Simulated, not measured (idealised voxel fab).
process module | voxel wiring stack
cross-section cut | 260 nm wide | cells 5 nm
A cross-section is a grid of square cells, given in bands from the top down. A band is one or more rows of cells.
Each band's line starts with the height of the band's top and of its bottom, in nm. Then come its materials from left to right, each with its width in nm. One material with "throughout" fills the band from edge to edge. "air" is empty space.
Height 0 is the level under which the wafer as received is all one material. The lowest band goes on downwards, as in "0 down".
A width such as "30 to 40" changes by the same amount from each row of cells to the next, from the band's top row to its bottom row.
"no change" after a step means that no cell of the cross-section changed.
closed voids: empty space of 8 cells or more with no open way to the top, each as width x height at its distance from the left edge, in nm
after a step's settings: what the simulator itself notes on the step
overlay nm, on a step with a mask: how far to the right of its planned place the mask lay; to the left if negative
plan
1 op RECEIVE | material Si
2 op CONFORMAL_DEP | material SiO2 | thk nm 15
3 op CONFORMAL_DEP | material SiCN | thk nm 5
4 op DIRECTIONAL_DEP | material lowk | thk nm 25
5 op PATTERN | tone open | mask id METAL_1 | material resist | width nm 25 | pitch nm 40 | thk nm 15 | overlay nm 0
6 op DIRECTIONAL_ETCH | etch materials lowk | depth nm 25
7 op DIRECTIONAL_ETCH | etch materials SiCN | depth nm 5
8 op STRIP | etch materials resist
9 op CONFORMAL_DEP | material TiN | thk nm 5
10 op FILL_DEP | material Cu | thk nm 10
11 op CMP | height nm 45
12 op CONFORMAL_DEP | material SiCN | thk nm 5
13 op DIRECTIONAL_DEP | material lowk | thk nm 35
14 op PATTERN | tone open | mask id METAL_2_HOLES | material resist | width nm 15 | pitch nm 40 | thk nm 15 | overlay nm 0
15 op DIRECTIONAL_ETCH | etch materials lowk | depth nm 35
16 op STRIP | etch materials resist
17 op MASKED_ETCH | tone open | mask id METAL_2 | width nm 25 | pitch nm 40 | etch materials lowk | depth nm 20 | overlay nm 0
18 op MASKED_ETCH | tone open | mask id METAL_2 | width nm 25 | pitch nm 40 | etch materials SiCN | depth nm 5 | overlay nm 0
19 op CONFORMAL_DEP | material TiN | thk nm 5
20 op FILL_DEP | material Ru | thk nm 5
21 op CMP | height nm 85
22 op CONFORMAL_DEP | material SiCN | thk nm 5
23 op DIRECTIONAL_DEP | material lowk | thk nm 35
24 op DIRECTIONAL_DEP | material aC | thk nm 10
25 op PATTERN | tone open | mask id METAL_3 | material resist | width nm 25 | pitch nm 40 | thk nm 30 | overlay nm 0
26 op DIRECTIONAL_ETCH | etch materials aC | depth nm 10
27 op STRIP | etch materials resist
28 op DIRECTIONAL_ETCH | etch materials lowk | depth nm 20
29 op STRIP | etch materials aC
30 op DIRECTIONAL_DEP | material aC | thk nm 10
31 op PATTERN | tone open | mask id METAL_3_HOLES | material resist | width nm 15 | pitch nm 80 | thk nm 30 | overlay nm 0
32 op DIRECTIONAL_ETCH | etch materials aC | depth nm 10
33 op STRIP | etch materials resist
34 op DIRECTIONAL_ETCH | etch materials lowk | depth nm 15
35 op DIRECTIONAL_ETCH | etch materials SiCN | depth nm 5
36 op STRIP | etch materials aC
37 op CONFORMAL_DEP | material TiN | thk nm 5
38 op FILL_DEP | material Cu | thk nm 10
39 op CMP | height nm 125
40 op CONFORMAL_DEP | material SiCN | thk nm 5
41 op DIRECTIONAL_DEP | material lowk | thk nm 35
42 op PATTERN | tone open | mask id METAL_4_HOLES | material resist | width nm 15 | pitch nm 40 | thk nm 20 | overlay nm 0
43 op DIRECTIONAL_ETCH | etch materials lowk | depth nm 35
44 op STRIP | etch materials resist
45 op DIRECTIONAL_DEP | material aC | thk nm 10
46 op PATTERN | tone open | mask id METAL_4 | material resist | width nm 25 | pitch nm 40 | thk nm 30 | overlay nm 0
47 op DIRECTIONAL_ETCH | etch materials aC | depth nm 10
48 op STRIP | etch materials resist
49 op DIRECTIONAL_ETCH | etch materials lowk | depth nm 20
50 op DIRECTIONAL_ETCH | etch materials SiCN | depth nm 5
51 op STRIP | etch materials aC
52 op CONFORMAL_DEP | material TiN | thk nm 5
53 op FILL_DEP | material Cu | thk nm 10
54 op CMP | height nm 165
55 op CONFORMAL_DEP | material SiCN | thk nm 5
first wafer, as planned
as received, after step 1
  0 down: Si throughout
  closed voids: none
after step 2
  15 to 0: SiO2 throughout
  below 0: unchanged
after step 3
  20 to 15: SiCN throughout
  below 15: unchanged
after step 4
  45 to 20: lowk throughout
  below 20: unchanged
after step 5
  60 to 45: resist 75 | air 25 | resist 15 | air 25 | resist 15 | air 25 | resist 80
  below 45: unchanged
after step 6
  60 to 45: resist 75 | air 25 | resist 15 | air 25 | resist 15 | air 25 | resist 80
  45 to 20: lowk 75 | air 25 | lowk 15 | air 25 | lowk 15 | air 25 | lowk 80
  below 20: unchanged
after step 7
  60 to 45: resist 75 | air 25 | resist 15 | air 25 | resist 15 | air 25 | resist 80
  45 to 20: lowk 75 | air 25 | lowk 15 | air 25 | lowk 15 | air 25 | lowk 80
  20 to 15: SiCN 75 | air 25 | SiCN 15 | air 25 | SiCN 15 | air 25 | SiCN 80
  below 15: unchanged
after step 8
  45 to 20: lowk 75 | air 25 | lowk 15 | air 25 | lowk 15 | air 25 | lowk 80
  below 20: unchanged
after step 9
  50 to 45: TiN 80 | air 15 | TiN 25 | air 15 | TiN 25 | air 15 | TiN 85
  45 to 20: lowk 75 | TiN 5 | air 15 | TiN 5 | lowk 15 | TiN 5 | air 15 | TiN 5 | lowk 15 | TiN 5 | air 15 | TiN 5 | lowk 80
  20 to 15: SiCN 75 | TiN 25 | SiCN 15 | TiN 25 | SiCN 15 | TiN 25 | SiCN 80
  below 15: unchanged
after step 10
  60 to 50: Cu throughout
  50 to 45: TiN 80 | Cu 15 | TiN 25 | Cu 15 | TiN 25 | Cu 15 | TiN 85
  45 to 20: lowk 75 | TiN 5 | Cu 15 | TiN 5 | lowk 15 | TiN 5 | Cu 15 | TiN 5 | lowk 15 | TiN 5 | Cu 15 | TiN 5 | lowk 80
  below 20: unchanged
after step 11
  45 to 20: lowk 75 | TiN 5 | Cu 15 | TiN 5 | lowk 15 | TiN 5 | Cu 15 | TiN 5 | lowk 15 | TiN 5 | Cu 15 | TiN 5 | lowk 80
  below 20: unchanged
after step 12
  50 to 45: SiCN throughout
  below 45: unchanged
after step 13
  85 to 50: lowk throughout
  below 50: unchanged
after step 14
  100 to 85: resist 75 | air 15 | resist 25 | air 15 | resist 25 | air 15 | resist 90
  below 85: unchanged
after step 15
  100 to 85: resist 75 | air 15 | resist 25 | air 15 | resist 25 | air 15 | resist 90
  85 to 50: lowk 75 | air 15 | lowk 25 | air 15 | lowk 25 | air 15 | lowk 90
  below 50: unchanged
after step 16
  85 to 50: lowk 75 | air 15 | lowk 25 | air 15 | lowk 25 | air 15 | lowk 90
  below 50: unchanged
after step 17
  85 to 65: lowk 75 | air 25 | lowk 15 | air 25 | lowk 15 | air 25 | lowk 80
  below 65: unchanged
after step 18
  85 to 65: lowk 75 | air 25 | lowk 15 | air 25 | lowk 15 | air 25 | lowk 80
  65 to 50: lowk 75 | air 15 | lowk 25 | air 15 | lowk 25 | air 15 | lowk 90
  50 to 45: SiCN 75 | air 15 | SiCN 25 | air 15 | SiCN 25 | air 15 | SiCN 90
  below 45: unchanged
after step 19
  90 to 85: TiN 80 | air 15 | TiN 25 | air 15 | TiN 25 | air 15 | TiN 85
  85 to 70: lowk 75 | TiN 5 | air 15 | TiN 5 | lowk 15 | TiN 5 | air 15 | TiN 5 | lowk 15 | TiN 5 | air 15 | TiN 5 | lowk 80
  70 to 65: lowk 75 | TiN 5 | air 5 | TiN 15 | lowk 15 | TiN 5 | air 5 | TiN 15 | lowk 15 | TiN 5 | air 5 | TiN 15 | lowk 80
  65 to 50: lowk 75 | TiN 5 | air 5 | TiN 5 | lowk 25 | TiN 5 | air 5 | TiN 5 | lowk 25 | TiN 5 | air 5 | TiN 5 | lowk 90
  50 to 45: SiCN 75 | TiN 15 | SiCN 25 | TiN 15 | SiCN 25 | TiN 15 | SiCN 90
  below 45: unchanged
after step 20
  95 to 90: Ru throughout
  90 to 85: TiN 80 | Ru 15 | TiN 25 | Ru 15 | TiN 25 | Ru 15 | TiN 85
  85 to 70: lowk 75 | TiN 5 | Ru 15 | TiN 5 | lowk 15 | TiN 5 | Ru 15 | TiN 5 | lowk 15 | TiN 5 | Ru 15 | TiN 5 | lowk 80
  70 to 65: lowk 75 | TiN 5 | Ru 5 | TiN 15 | lowk 15 | TiN 5 | Ru 5 | TiN 15 | lowk 15 | TiN 5 | Ru 5 | TiN 15 | lowk 80
  65 to 50: lowk 75 | TiN 5 | Ru 5 | TiN 5 | lowk 25 | TiN 5 | Ru 5 | TiN 5 | lowk 25 | TiN 5 | Ru 5 | TiN 5 | lowk 90
  below 50: unchanged
after step 21
  85 to 70: lowk 75 | TiN 5 | Ru 15 | TiN 5 | lowk 15 | TiN 5 | Ru 15 | TiN 5 | lowk 15 | TiN 5 | Ru 15 | TiN 5 | lowk 80
  below 70: unchanged
after step 22
  90 to 85: SiCN throughout
  below 85: unchanged
after step 23
  125 to 90: lowk throughout
  below 90: unchanged
after step 24
  135 to 125: aC throughout
  below 125: unchanged
after step 25
  165 to 135: resist 75 | air 25 | resist 15 | air 25 | resist 15 | air 25 | resist 80
  below 135: unchanged
after step 26
  155 to 135: resist 75 | air 25 | resist 15 | air 25 | resist 15 | air 25 | resist 80
  135 to 125: aC 75 | air 25 | aC 15 | air 25 | aC 15 | air 25 | aC 80
  below 125: unchanged
after step 27
  135 to 125: aC 75 | air 25 | aC 15 | air 25 | aC 15 | air 25 | aC 80
  below 125: unchanged
after step 28
  135 to 125: aC 75 | air 25 | aC 15 | air 25 | aC 15 | air 25 | aC 80
  125 to 105: lowk 75 | air 25 | lowk 15 | air 25 | lowk 15 | air 25 | lowk 80
  below 105: unchanged
after step 29
  125 to 105: lowk 75 | air 25 | lowk 15 | air 25 | lowk 15 | air 25 | lowk 80
  below 105: unchanged
after step 30
  135 to 125: aC 75 | air 25 | aC 15 | air 25 | aC 15 | air 25 | aC 80
  125 to 115: lowk 75 | air 25 | lowk 15 | air 25 | lowk 15 | air 25 | lowk 80
  115 to 105: lowk 75 | aC 25 | lowk 15 | aC 25 | lowk 15 | aC 25 | lowk 80
  below 105: unchanged
after step 31
  165 to 135: resist 75 | air 15 | resist 65 | air 15 | resist 90
  135 to 125: aC 75 | air 15 | resist 10 | aC 15 | resist 25 | aC 15 | air 15 | resist 10 | aC 80
  125 to 115: lowk 75 | air 15 | resist 10 | lowk 15 | resist 25 | lowk 15 | air 15 | resist 10 | lowk 80
  below 115: unchanged
after step 32
  155 to 135: resist 75 | air 15 | resist 65 | air 15 | resist 90
  135 to 125: aC 75 | air 15 | resist 10 | aC 15 | resist 25 | aC 15 | air 15 | resist 10 | aC 80
  125 to 115: lowk 75 | air 15 | resist 10 | lowk 15 | resist 25 | lowk 15 | air 15 | resist 10 | lowk 80
  115 to 105: lowk 75 | air 15 | aC 10 | lowk 15 | aC 25 | lowk 15 | air 15 | aC 10 | lowk 80
  below 105: unchanged
after step 33
  135 to 125: aC 75 | air 25 | aC 15 | air 25 | aC 15 | air 25 | aC 80
  125 to 115: lowk 75 | air 25 | lowk 15 | air 25 | lowk 15 | air 25 | lowk 80
  below 115: unchanged
after step 34
  135 to 125: aC 75 | air 25 | aC 15 | air 25 | aC 15 | air 25 | aC 80
  125 to 115: lowk 75 | air 25 | lowk 15 | air 25 | lowk 15 | air 25 | lowk 80
  115 to 105: lowk 75 | air 15 | aC 10 | lowk 15 | aC 25 | lowk 15 | air 15 | aC 10 | lowk 80
  105 to 90: lowk 75 | air 15 | lowk 65 | air 15 | lowk 90
  below 90: unchanged
after step 35
  135 to 125: aC 75 | air 25 | aC 15 | air 25 | aC 15 | air 25 | aC 80
  125 to 115: lowk 75 | air 25 | lowk 15 | air 25 | lowk 15 | air 25 | lowk 80
  115 to 105: lowk 75 | air 15 | aC 10 | lowk 15 | aC 25 | lowk 15 | air 15 | aC 10 | lowk 80
  105 to 90: lowk 75 | air 15 | lowk 65 | air 15 | lowk 90
  90 to 85: SiCN 75 | air 15 | SiCN 65 | air 15 | SiCN 90
  below 85: unchanged
after step 36
  125 to 105: lowk 75 | air 25 | lowk 15 | air 25 | lowk 15 | air 25 | lowk 80
  below 105: unchanged
after step 37
  130 to 125: TiN 80 | air 15 | TiN 25 | air 15 | TiN 25 | air 15 | TiN 85
  125 to 110: lowk 75 | TiN 5 | air 15 | TiN 5 | lowk 15 | TiN 5 | air 15 | TiN 5 | lowk 15 | TiN 5 | air 15 | TiN 5 | lowk 80
  110 to 105: lowk 75 | TiN 5 | air 5 | TiN 15 | lowk 15 | TiN 25 | lowk 15 | TiN 5 | air 5 | TiN 15 | lowk 80
  105 to 90: lowk 75 | TiN 5 | air 5 | TiN 5 | lowk 65 | TiN 5 | air 5 | TiN 5 | lowk 90
  90 to 85: SiCN 75 | TiN 15 | SiCN 65 | TiN 15 | SiCN 90
  below 85: unchanged
after step 38
  140 to 130: Cu throughout
  130 to 125: TiN 80 | Cu 15 | TiN 25 | Cu 15 | TiN 25 | Cu 15 | TiN 85
  125 to 110: lowk 75 | TiN 5 | Cu 15 | TiN 5 | lowk 15 | TiN 5 | Cu 15 | TiN 5 | lowk 15 | TiN 5 | Cu 15 | TiN 5 | lowk 80
  110 to 105: lowk 75 | TiN 5 | Cu 5 | TiN 15 | lowk 15 | TiN 25 | lowk 15 | TiN 5 | Cu 5 | TiN 15 | lowk 80
  105 to 90: lowk 75 | TiN 5 | Cu 5 | TiN 5 | lowk 65 | TiN 5 | Cu 5 | TiN 5 | lowk 90
  below 90: unchanged
after step 39
  125 to 110: lowk 75 | TiN 5 | Cu 15 | TiN 5 | lowk 15 | TiN 5 | Cu 15 | TiN 5 | lowk 15 | TiN 5 | Cu 15 | TiN 5 | lowk 80
  below 110: unchanged
after step 40
  130 to 125: SiCN throughout
  below 125: unchanged
after step 41
  165 to 130: lowk throughout
  below 130: unchanged
after step 42
  185 to 165: resist 75 | air 15 | resist 25 | air 15 | resist 25 | air 15 | resist 90
  below 165: unchanged
after step 43
  185 to 165: resist 75 | air 15 | resist 25 | air 15 | resist 25 | air 15 | resist 90
  165 to 130: lowk 75 | air 15 | lowk 25 | air 15 | lowk 25 | air 15 | lowk 90
  below 130: unchanged
after step 44
  165 to 130: lowk 75 | air 15 | lowk 25 | air 15 | lowk 25 | air 15 | lowk 90
  below 130: unchanged
after step 45
  175 to 165: aC 75 | air 15 | aC 25 | air 15 | aC 25 | air 15 | aC 90
  165 to 140: lowk 75 | air 15 | lowk 25 | air 15 | lowk 25 | air 15 | lowk 90
  140 to 130: lowk 75 | aC 15 | lowk 25 | aC 15 | lowk 25 | aC 15 | lowk 90
  below 130: unchanged
after step 46
  205 to 175: resist 75 | air 25 | resist 15 | air 25 | resist 15 | air 25 | resist 80
  below 175: unchanged
after step 47
  195 to 175: resist 75 | air 25 | resist 15 | air 25 | resist 15 | air 25 | resist 80
  175 to 165: aC 75 | air 25 | aC 15 | air 25 | aC 15 | air 25 | aC 80
  165 to 130: lowk 75 | air 15 | lowk 25 | air 15 | lowk 25 | air 15 | lowk 90
  below 130: unchanged
after step 48
  175 to 165: aC 75 | air 25 | aC 15 | air 25 | aC 15 | air 25 | aC 80
  below 165: unchanged
after step 49
  175 to 165: aC 75 | air 25 | aC 15 | air 25 | aC 15 | air 25 | aC 80
  165 to 145: lowk 75 | air 25 | lowk 15 | air 25 | lowk 15 | air 25 | lowk 80
  below 145: unchanged
after step 50
  175 to 165: aC 75 | air 25 | aC 15 | air 25 | aC 15 | air 25 | aC 80
  165 to 145: lowk 75 | air 25 | lowk 15 | air 25 | lowk 15 | air 25 | lowk 80
  145 to 130: lowk 75 | air 15 | lowk 25 | air 15 | lowk 25 | air 15 | lowk 90
  130 to 125: SiCN 75 | air 15 | SiCN 25 | air 15 | SiCN 25 | air 15 | SiCN 90
  below 125: unchanged
after step 51
  165 to 145: lowk 75 | air 25 | lowk 15 | air 25 | lowk 15 | air 25 | lowk 80
  below 145: unchanged
after step 52
  170 to 165: TiN 80 | air 15 | TiN 25 | air 15 | TiN 25 | air 15 | TiN 85
  165 to 150: lowk 75 | TiN 5 | air 15 | TiN 5 | lowk 15 | TiN 5 | air 15 | TiN 5 | lowk 15 | TiN 5 | air 15 | TiN 5 | lowk 80
  150 to 145: lowk 75 | TiN 5 | air 5 | TiN 15 | lowk 15 | TiN 5 | air 5 | TiN 15 | lowk 15 | TiN 5 | air 5 | TiN 15 | lowk 80
  145 to 130: lowk 75 | TiN 5 | air 5 | TiN 5 | lowk 25 | TiN 5 | air 5 | TiN 5 | lowk 25 | TiN 5 | air 5 | TiN 5 | lowk 90
  130 to 125: SiCN 75 | TiN 15 | SiCN 25 | TiN 15 | SiCN 25 | TiN 15 | SiCN 90
  below 125: unchanged
after step 53
  180 to 170: Cu throughout
  170 to 165: TiN 80 | Cu 15 | TiN 25 | Cu 15 | TiN 25 | Cu 15 | TiN 85
  165 to 150: lowk 75 | TiN 5 | Cu 15 | TiN 5 | lowk 15 | TiN 5 | Cu 15 | TiN 5 | lowk 15 | TiN 5 | Cu 15 | TiN 5 | lowk 80
  150 to 145: lowk 75 | TiN 5 | Cu 5 | TiN 15 | lowk 15 | TiN 5 | Cu 5 | TiN 15 | lowk 15 | TiN 5 | Cu 5 | TiN 15 | lowk 80
  145 to 130: lowk 75 | TiN 5 | Cu 5 | TiN 5 | lowk 25 | TiN 5 | Cu 5 | TiN 5 | lowk 25 | TiN 5 | Cu 5 | TiN 5 | lowk 90
  below 130: unchanged
after step 54
  165 to 150: lowk 75 | TiN 5 | Cu 15 | TiN 5 | lowk 15 | TiN 5 | Cu 15 | TiN 5 | lowk 15 | TiN 5 | Cu 15 | TiN 5 | lowk 80
  below 150: unchanged
after step 55
  170 to 165: SiCN throughout
  below 165: unchanged
second wafer: like start, like plan, one mistake. Through step 24 it matches the first wafer
when step 25 should have ended
  165 to 135: resist 70 | air 25 | resist 15 | air 25 | resist 15 | air 25 | resist 85
  below 135: unchanged
when step 26 should have ended
  155 to 135: resist 70 | air 25 | resist 15 | air 25 | resist 15 | air 25 | resist 85
  135 to 125: aC 70 | air 25 | aC 15 | air 25 | aC 15 | air 25 | aC 85
  below 125: unchanged
when step 27 should have ended
  135 to 125: aC 70 | air 25 | aC 15 | air 25 | aC 15 | air 25 | aC 85
  below 125: unchanged
when step 28 should have ended
  135 to 125: aC 70 | air 25 | aC 15 | air 25 | aC 15 | air 25 | aC 85
  125 to 105: lowk 70 | air 25 | lowk 15 | air 25 | lowk 15 | air 25 | lowk 85
  below 105: unchanged
when step 29 should have ended
  125 to 105: lowk 70 | air 25 | lowk 15 | air 25 | lowk 15 | air 25 | lowk 85
  below 105: unchanged
when step 30 should have ended
  135 to 125: aC 70 | air 25 | aC 15 | air 25 | aC 15 | air 25 | aC 85
  125 to 115: lowk 70 | air 25 | lowk 15 | air 25 | lowk 15 | air 25 | lowk 85
  115 to 105: lowk 70 | aC 25 | lowk 15 | aC 25 | lowk 15 | aC 25 | lowk 85
  below 105: unchanged
when step 31 should have ended
  165 to 135: resist 75 | air 15 | resist 65 | air 15 | resist 90
  135 to 125: aC 70 | resist 5 | air 15 | resist 5 | aC 15 | resist 25 | aC 15 | resist 5 | air 15 | resist 5 | aC 85
  125 to 115: lowk 70 | resist 5 | air 15 | resist 5 | lowk 15 | resist 25 | lowk 15 | resist 5 | air 15 | resist 5 | lowk 85
  below 115: unchanged
when step 32 should have ended
  155 to 135: resist 75 | air 15 | resist 65 | air 15 | resist 90
  135 to 125: aC 70 | resist 5 | air 15 | resist 5 | aC 15 | resist 25 | aC 15 | resist 5 | air 15 | resist 5 | aC 85
  125 to 115: lowk 70 | resist 5 | air 15 | resist 5 | lowk 15 | resist 25 | lowk 15 | resist 5 | air 15 | resist 5 | lowk 85
  115 to 105: lowk 70 | aC 5 | air 15 | aC 5 | lowk 15 | aC 25 | lowk 15 | aC 5 | air 15 | aC 5 | lowk 85
  below 105: unchanged
when step 33 should have ended
  135 to 125: aC 70 | air 25 | aC 15 | air 25 | aC 15 | air 25 | aC 85
  125 to 115: lowk 70 | air 25 | lowk 15 | air 25 | lowk 15 | air 25 | lowk 85
  below 115: unchanged
when step 34 should have ended
  135 to 125: aC 70 | air 25 | aC 15 | air 25 | aC 15 | air 25 | aC 85
  125 to 115: lowk 70 | air 25 | lowk 15 | air 25 | lowk 15 | air 25 | lowk 85
  115 to 105: lowk 70 | aC 5 | air 15 | aC 5 | lowk 15 | aC 25 | lowk 15 | aC 5 | air 15 | aC 5 | lowk 85
  105 to 90: lowk 75 | air 15 | lowk 65 | air 15 | lowk 90
  below 90: unchanged
when step 35 should have ended
  135 to 125: aC 70 | air 25 | aC 15 | air 25 | aC 15 | air 25 | aC 85
  125 to 115: lowk 70 | air 25 | lowk 15 | air 25 | lowk 15 | air 25 | lowk 85
  115 to 105: lowk 70 | aC 5 | air 15 | aC 5 | lowk 15 | aC 25 | lowk 15 | aC 5 | air 15 | aC 5 | lowk 85
  105 to 90: lowk 75 | air 15 | lowk 65 | air 15 | lowk 90
  90 to 85: SiCN 75 | air 15 | SiCN 65 | air 15 | SiCN 90
  below 85: unchanged
when step 36 should have ended
  125 to 105: lowk 70 | air 25 | lowk 15 | air 25 | lowk 15 | air 25 | lowk 85
  below 105: unchanged
when step 37 should have ended
  130 to 125: TiN 75 | air 15 | TiN 25 | air 15 | TiN 25 | air 15 | TiN 90
  125 to 110: lowk 70 | TiN 5 | air 15 | TiN 5 | lowk 15 | TiN 5 | air 15 | TiN 5 | lowk 15 | TiN 5 | air 15 | TiN 5 | lowk 85
  110 to 105: lowk 70 | TiN 10 | air 5 | TiN 10 | lowk 15 | TiN 25 | lowk 15 | TiN 10 | air 5 | TiN 10 | lowk 85
  105 to 90: lowk 75 | TiN 5 | air 5 | TiN 5 | lowk 65 | TiN 5 | air 5 | TiN 5 | lowk 90
  90 to 85: SiCN 75 | TiN 15 | SiCN 65 | TiN 15 | SiCN 90
  below 85: unchanged
when step 38 should have ended
  140 to 130: Cu throughout
  130 to 125: TiN 75 | Cu 15 | TiN 25 | Cu 15 | TiN 25 | Cu 15 | TiN 90
  125 to 110: lowk 70 | TiN 5 | Cu 15 | TiN 5 | lowk 15 | TiN 5 | Cu 15 | TiN 5 | lowk 15 | TiN 5 | Cu 15 | TiN 5 | lowk 85
  110 to 105: lowk 70 | TiN 10 | Cu 5 | TiN 10 | lowk 15 | TiN 25 | lowk 15 | TiN 10 | Cu 5 | TiN 10 | lowk 85
  105 to 90: lowk 75 | TiN 5 | Cu 5 | TiN 5 | lowk 65 | TiN 5 | Cu 5 | TiN 5 | lowk 90
  below 90: unchanged
when step 39 should have ended
  125 to 110: lowk 70 | TiN 5 | Cu 15 | TiN 5 | lowk 15 | TiN 5 | Cu 15 | TiN 5 | lowk 15 | TiN 5 | Cu 15 | TiN 5 | lowk 85
  below 110: unchanged
when step 40 should have ended
  130 to 125: SiCN throughout
  below 125: unchanged
when step 41 should have ended
  165 to 130: lowk throughout
  below 130: unchanged
when step 42 should have ended
  185 to 165: resist 75 | air 15 | resist 25 | air 15 | resist 25 | air 15 | resist 90
  below 165: unchanged
when step 43 should have ended
  185 to 165: resist 75 | air 15 | resist 25 | air 15 | resist 25 | air 15 | resist 90
  165 to 130: lowk 75 | air 15 | lowk 25 | air 15 | lowk 25 | air 15 | lowk 90
  below 130: unchanged
when step 44 should have ended
  165 to 130: lowk 75 | air 15 | lowk 25 | air 15 | lowk 25 | air 15 | lowk 90
  below 130: unchanged
when step 45 should have ended
  175 to 165: aC 75 | air 15 | aC 25 | air 15 | aC 25 | air 15 | aC 90
  165 to 140: lowk 75 | air 15 | lowk 25 | air 15 | lowk 25 | air 15 | lowk 90
  140 to 130: lowk 75 | aC 15 | lowk 25 | aC 15 | lowk 25 | aC 15 | lowk 90
  below 130: unchanged
when step 46 should have ended
  205 to 175: resist 75 | air 25 | resist 15 | air 25 | resist 15 | air 25 | resist 80
  below 175: unchanged
when step 47 should have ended
  195 to 175: resist 75 | air 25 | resist 15 | air 25 | resist 15 | air 25 | resist 80
  175 to 165: aC 75 | air 25 | aC 15 | air 25 | aC 15 | air 25 | aC 80
  165 to 130: lowk 75 | air 15 | lowk 25 | air 15 | lowk 25 | air 15 | lowk 90
  below 130: unchanged
when step 48 should have ended
  175 to 165: aC 75 | air 25 | aC 15 | air 25 | aC 15 | air 25 | aC 80
  below 165: unchanged
when step 49 should have ended
  175 to 165: aC 75 | air 25 | aC 15 | air 25 | aC 15 | air 25 | aC 80
  165 to 145: lowk 75 | air 25 | lowk 15 | air 25 | lowk 15 | air 25 | lowk 80
  below 145: unchanged
when step 50 should have ended
  175 to 165: aC 75 | air 25 | aC 15 | air 25 | aC 15 | air 25 | aC 80
  165 to 145: lowk 75 | air 25 | lowk 15 | air 25 | lowk 15 | air 25 | lowk 80
  145 to 130: lowk 75 | air 15 | lowk 25 | air 15 | lowk 25 | air 15 | lowk 90
  130 to 125: SiCN 75 | air 15 | SiCN 25 | air 15 | SiCN 25 | air 15 | SiCN 90
  below 125: unchanged
when step 51 should have ended
  165 to 145: lowk 75 | air 25 | lowk 15 | air 25 | lowk 15 | air 25 | lowk 80
  below 145: unchanged
when step 52 should have ended
  170 to 165: TiN 80 | air 15 | TiN 25 | air 15 | TiN 25 | air 15 | TiN 85
  165 to 150: lowk 75 | TiN 5 | air 15 | TiN 5 | lowk 15 | TiN 5 | air 15 | TiN 5 | lowk 15 | TiN 5 | air 15 | TiN 5 | lowk 80
  150 to 145: lowk 75 | TiN 5 | air 5 | TiN 15 | lowk 15 | TiN 5 | air 5 | TiN 15 | lowk 15 | TiN 5 | air 5 | TiN 15 | lowk 80
  145 to 130: lowk 75 | TiN 5 | air 5 | TiN 5 | lowk 25 | TiN 5 | air 5 | TiN 5 | lowk 25 | TiN 5 | air 5 | TiN 5 | lowk 90
  130 to 125: SiCN 75 | TiN 15 | SiCN 25 | TiN 15 | SiCN 25 | TiN 15 | SiCN 90
  below 125: unchanged
when step 53 should have ended
  180 to 170: Cu throughout
  170 to 165: TiN 80 | Cu 15 | TiN 25 | Cu 15 | TiN 25 | Cu 15 | TiN 85
  165 to 150: lowk 75 | TiN 5 | Cu 15 | TiN 5 | lowk 15 | TiN 5 | Cu 15 | TiN 5 | lowk 15 | TiN 5 | Cu 15 | TiN 5 | lowk 80
  150 to 145: lowk 75 | TiN 5 | Cu 5 | TiN 15 | lowk 15 | TiN 5 | Cu 5 | TiN 15 | lowk 15 | TiN 5 | Cu 5 | TiN 15 | lowk 80
  145 to 130: lowk 75 | TiN 5 | Cu 5 | TiN 5 | lowk 25 | TiN 5 | Cu 5 | TiN 5 | lowk 25 | TiN 5 | Cu 5 | TiN 5 | lowk 90
  below 130: unchanged
when step 54 should have ended
  165 to 150: lowk 75 | TiN 5 | Cu 15 | TiN 5 | lowk 15 | TiN 5 | Cu 15 | TiN 5 | lowk 15 | TiN 5 | Cu 15 | TiN 5 | lowk 80
  below 150: unchanged
when step 55 should have ended
  170 to 165: SiCN throughout
  below 165: unchanged
what went wrong: step 25 ran as: op PATTERN | tone open | mask id METAL_3 | material resist | width nm 25 | pitch nm 40 | thk nm 30 | overlay nm -5
at the end the second wafer has, in cells: as many of each material as the first, in other places
